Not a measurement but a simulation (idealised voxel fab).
This section sets out a process module, namely voxel self aligned vias.
It is cross-section cut that appears here, measuring 150 nm in width, its square cells being 5 nm in size.
Cross-section layout: square cells on a grid; listed as bands, top to bottom; a band spans one or more cell rows.
What a band's entry tells you: where the top is and where the bottom is, as heights in nm, and after that what lies inside, material by material from left to right, each with its width in nm. Empty space is written as the word "blank", and a single material marked with the word "all across" occupies the band from edge to edge.
Note: height 0 marks the level under which the wafer is uniformly one material as received. Lowest band unbounded below, written "0 down".
It should be noted that a width expressed as "30 to 40" varies in equal increments from row to row of cells within the band, taking the value of the first number at the top row and that of the second number at the bottom row.
"same as before" (step): cross-section cells unchanged, all of them.
You'll see "Closed cavity list" listing empty spaces that have no way open to the top, as long as they're 8 cells or more; the notation is width x height at distance, where the distance is from the left edge, and all of it is in nm.
Read whatever lies past the settings on a step's line as the simulator's own remark about the step.
"overlay nm" answers the question of how far to the right of plan the mask lay on a step that has a mask, and when it is negative the answer is to the left.
**These are the steps we planned for the process**
1,RECEIVE: material Si
2,CONFORMAL_DEP: material SiO2, thk nm 15
3,CONFORMAL_DEP: material SiCN, thk nm 5
4,DIRECTIONAL_DEP: material SiO2, thk nm 30
5,PATTERN: tone open, mask id LINES, material resist, width nm 25, pitch nm 65, thk nm 15, overlay nm 0
6,DIRECTIONAL_ETCH: etch materials SiO2, depth nm 30
7,STRIP: etch materials resist
8,CONFORMAL_DEP: material TiN, thk nm 5
9,FILL_DEP: material W, thk nm 5
10,CMP: height nm 50
11,SELECTIVE_ETCH: etch materials W Ru TiN, depth nm 5
12,FILL_DEP: material SiN, thk nm 10
13,CMP: height nm 50
14,DIRECTIONAL_DEP: material SiO2, thk nm 15
15,DIRECTIONAL_DEP: material aC, thk nm 10
16,PATTERN: tone open, mask id VIAS, material resist, width nm 45, thk nm 30, overlay nm 0
17,DIRECTIONAL_ETCH: etch materials aC, depth nm 10
18,STRIP: etch materials resist
19,DIRECTIONAL_ETCH: etch materials SiO2, depth nm 15
20,DIRECTIONAL_ETCH: etch materials SiN, depth nm 5
21,STRIP: etch materials aC
22,CONFORMAL_DEP: material TiN, thk nm 5
23,FILL_DEP: material Cu, thk nm 5
24,CMP: height nm 65
25,CONFORMAL_DEP: material SiN, thk nm 5
**What follows covers the first of two wafers; it ran as planned**
**As received (post step 1): cross-section**
	0 down  Si all across
	Closed cavity list: none
**Upon completion of step 2, the wafer appears in cross-section as shown**
	15 to 0  SiO2 all across
	Heights below 0 show no change.
**Upon completion of step 3, the wafer appears in cross-section as shown**
	20 to 15  SiCN all across
	Heights below 15 show no change.
**Upon completion of step 4, the wafer appears in cross-section as shown**
	50 to 20  SiO2 all across
	Heights below 20 show no change.
**Upon completion of step 5, the wafer appears in cross-section as shown**
	65 to 50  30 nm resist / 25 nm blank / 40 nm resist / 25 nm blank / 30 nm resist
	Heights below 50 show no change.
**Upon completion of step 6, the wafer appears in cross-section as shown**
	65 to 50  30 nm resist / 25 nm blank / 40 nm resist / 25 nm blank / 30 nm resist
	50 to 20  30 nm SiO2 / 25 nm blank / 40 nm SiO2 / 25 nm blank / 30 nm SiO2
	Heights below 20 show no change.
**Upon completion of step 7, the wafer appears in cross-section as shown**
	50 to 20  30 nm SiO2 / 25 nm blank / 40 nm SiO2 / 25 nm blank / 30 nm SiO2
	Heights below 20 show no change.
**Upon completion of step 8, the wafer appears in cross-section as shown**
	55 to 50  35 nm TiN / 15 nm blank / 50 nm TiN / 15 nm blank / 35 nm TiN
	50 to 25  30 nm SiO2 / 5 nm TiN / 15 nm blank / 5 nm TiN / 40 nm SiO2 / 5 nm TiN / 15 nm blank / 5 nm TiN / 30 nm SiO2
	25 to 20  30 nm SiO2 / 25 nm TiN / 40 nm SiO2 / 25 nm TiN / 30 nm SiO2
	Heights below 20 show no change.
**Upon completion of step 9, the wafer appears in cross-section as shown**
	60 to 55  W all across
	55 to 50  35 nm TiN / 15 nm W / 50 nm TiN / 15 nm W / 35 nm TiN
	50 to 25  30 nm SiO2 / 5 nm TiN / 15 nm W / 5 nm TiN / 40 nm SiO2 / 5 nm TiN / 15 nm W / 5 nm TiN / 30 nm SiO2
	Heights below 25 show no change.
**Upon completion of step 10, the wafer appears in cross-section as shown**
	50 to 25  30 nm SiO2 / 5 nm TiN / 15 nm W / 5 nm TiN / 40 nm SiO2 / 5 nm TiN / 15 nm W / 5 nm TiN / 30 nm SiO2
	Heights below 25 show no change.
**Upon completion of step 11, the wafer appears in cross-section as shown**
	50 to 45  30 nm SiO2 / 25 nm blank / 40 nm SiO2 / 25 nm blank / 30 nm SiO2
	Heights below 45 show no change.
**Upon completion of step 12, the wafer appears in cross-section as shown**
	60 to 50  SiN all across
	50 to 45  30 nm SiO2 / 25 nm SiN / 40 nm SiO2 / 25 nm SiN / 30 nm SiO2
	Heights below 45 show no change.
**Upon completion of step 13, the wafer appears in cross-section as shown**
	50 to 45  30 nm SiO2 / 25 nm SiN / 40 nm SiO2 / 25 nm SiN / 30 nm SiO2
	Heights below 45 show no change.
**Upon completion of step 14, the wafer appears in cross-section as shown**
	65 to 50  SiO2 all across
	Heights below 50 show no change.
**Upon completion of step 15, the wafer appears in cross-section as shown**
	75 to 65  aC all across
	Heights below 65 show no change.
**Upon completion of step 16, the wafer appears in cross-section as shown**
	105 to 75  20 nm resist / 45 nm blank / 85 nm resist
	Heights below 75 show no change.
**Upon completion of step 17, the wafer appears in cross-section as shown**
	95 to 75  20 nm resist / 45 nm blank / 85 nm resist
	75 to 65  20 nm aC / 45 nm blank / 85 nm aC
	Heights below 65 show no change.
**Upon completion of step 18, the wafer appears in cross-section as shown**
	75 to 65  20 nm aC / 45 nm blank / 85 nm aC
	Heights below 65 show no change.
**Upon completion of step 19, the wafer appears in cross-section as shown**
	75 to 65  20 nm aC / 45 nm blank / 85 nm aC
	65 to 50  20 nm SiO2 / 45 nm blank / 85 nm SiO2
	Heights below 50 show no change.
**Upon completion of step 20, the wafer appears in cross-section as shown**
	75 to 65  20 nm aC / 45 nm blank / 85 nm aC
	65 to 50  20 nm SiO2 / 45 nm blank / 85 nm SiO2
	50 to 45  30 nm SiO2 / 25 nm blank / 40 nm SiO2 / 25 nm SiN / 30 nm SiO2
	Heights below 45 show no change.
**Upon completion of step 21, the wafer appears in cross-section as shown**
	65 to 50  20 nm SiO2 / 45 nm blank / 85 nm SiO2
	Heights below 50 show no change.
**Upon completion of step 22, the wafer appears in cross-section as shown**
	70 to 65  25 nm TiN / 35 nm blank / 90 nm TiN
	65 to 55  20 nm SiO2 / 5 nm TiN / 35 nm blank / 5 nm TiN / 85 nm SiO2
	55 to 50  20 nm SiO2 / 15 nm TiN / 15 nm blank / 15 nm TiN / 85 nm SiO2
	50 to 45  30 nm SiO2 / 25 nm TiN / 40 nm SiO2 / 25 nm SiN / 30 nm SiO2
	Heights below 45 show no change.
**Upon completion of step 23, the wafer appears in cross-section as shown**
	75 to 70  Cu all across
	70 to 65  25 nm TiN / 35 nm Cu / 90 nm TiN
	65 to 55  20 nm SiO2 / 5 nm TiN / 35 nm Cu / 5 nm TiN / 85 nm SiO2
	55 to 50  20 nm SiO2 / 15 nm TiN / 15 nm Cu / 15 nm TiN / 85 nm SiO2
	Heights below 50 show no change.
**Upon completion of step 24, the wafer appears in cross-section as shown**
	65 to 55  20 nm SiO2 / 5 nm TiN / 35 nm Cu / 5 nm TiN / 85 nm SiO2
	Heights below 55 show no change.
**Upon completion of step 25, the wafer appears in cross-section as shown**
	70 to 65  SiN all across
	Heights below 65 show no change.
**Second wafer, same starting conditions and recipe as the first, one mistake in executing it, nothing differs from the first up to and including step 15**
**What the second wafer looks like in cross-section when step 16 should have wrapped up**
	105 to 75  20 nm resist / 50 nm blank / 80 nm resist
	Heights below 75 show no change.
**What the second wafer looks like in cross-section when step 17 should have wrapped up**
	95 to 75  20 nm resist / 50 nm blank / 80 nm resist
	75 to 65  20 nm aC / 50 nm blank / 80 nm aC
	Heights below 65 show no change.
**What the second wafer looks like in cross-section when step 18 should have wrapped up**
	75 to 65  20 nm aC / 50 nm blank / 80 nm aC
	Heights below 65 show no change.
**What the second wafer looks like in cross-section when step 19 should have wrapped up**
	75 to 65  20 nm aC / 50 nm blank / 80 nm aC
	65 to 50  20 nm SiO2 / 50 nm blank / 80 nm SiO2
	Heights below 50 show no change.
**What the second wafer looks like in cross-section when step 20 should have wrapped up**
	75 to 65  20 nm aC / 50 nm blank / 80 nm aC
	65 to 50  20 nm SiO2 / 50 nm blank / 80 nm SiO2
	50 to 45  30 nm SiO2 / 25 nm blank / 40 nm SiO2 / 25 nm SiN / 30 nm SiO2
	Heights below 45 show no change.
**What the second wafer looks like in cross-section when step 21 should have wrapped up**
	65 to 50  20 nm SiO2 / 50 nm blank / 80 nm SiO2
	Heights below 50 show no change.
**What the second wafer looks like in cross-section when step 22 should have wrapped up**
	70 to 65  25 nm TiN / 40 nm blank / 85 nm TiN
	65 to 55  20 nm SiO2 / 5 nm TiN / 40 nm blank / 5 nm TiN / 80 nm SiO2
	55 to 50  20 nm SiO2 / 15 nm TiN / 15 nm blank / 20 nm TiN / 80 nm SiO2
	50 to 45  30 nm SiO2 / 25 nm TiN / 40 nm SiO2 / 25 nm SiN / 30 nm SiO2
	Heights below 45 show no change.
**What the second wafer looks like in cross-section when step 23 should have wrapped up**
	75 to 70  Cu all across
	70 to 65  25 nm TiN / 40 nm Cu / 85 nm TiN
	65 to 55  20 nm SiO2 / 5 nm TiN / 40 nm Cu / 5 nm TiN / 80 nm SiO2
	55 to 50  20 nm SiO2 / 15 nm TiN / 15 nm Cu / 20 nm TiN / 80 nm SiO2
	Heights below 50 show no change.
**What the second wafer looks like in cross-section when step 24 should have wrapped up**
	65 to 55  20 nm SiO2 / 5 nm TiN / 40 nm Cu / 5 nm TiN / 80 nm SiO2
	Heights below 55 show no change.
**What the second wafer looks like in cross-section when step 25 should have wrapped up**
	70 to 65  SiN all across
	Heights below 65 show no change.
Error vs. plan: off-plan run, step 16, actual operation and settings PATTERN: tone open, mask id VIAS, material resist, width nm 50, thk nm 30, overlay nm 0
Final difference in cells, second wafer against first, listed per material as more or fewer: +2 Cu, -3 SiO2, +1 TiN
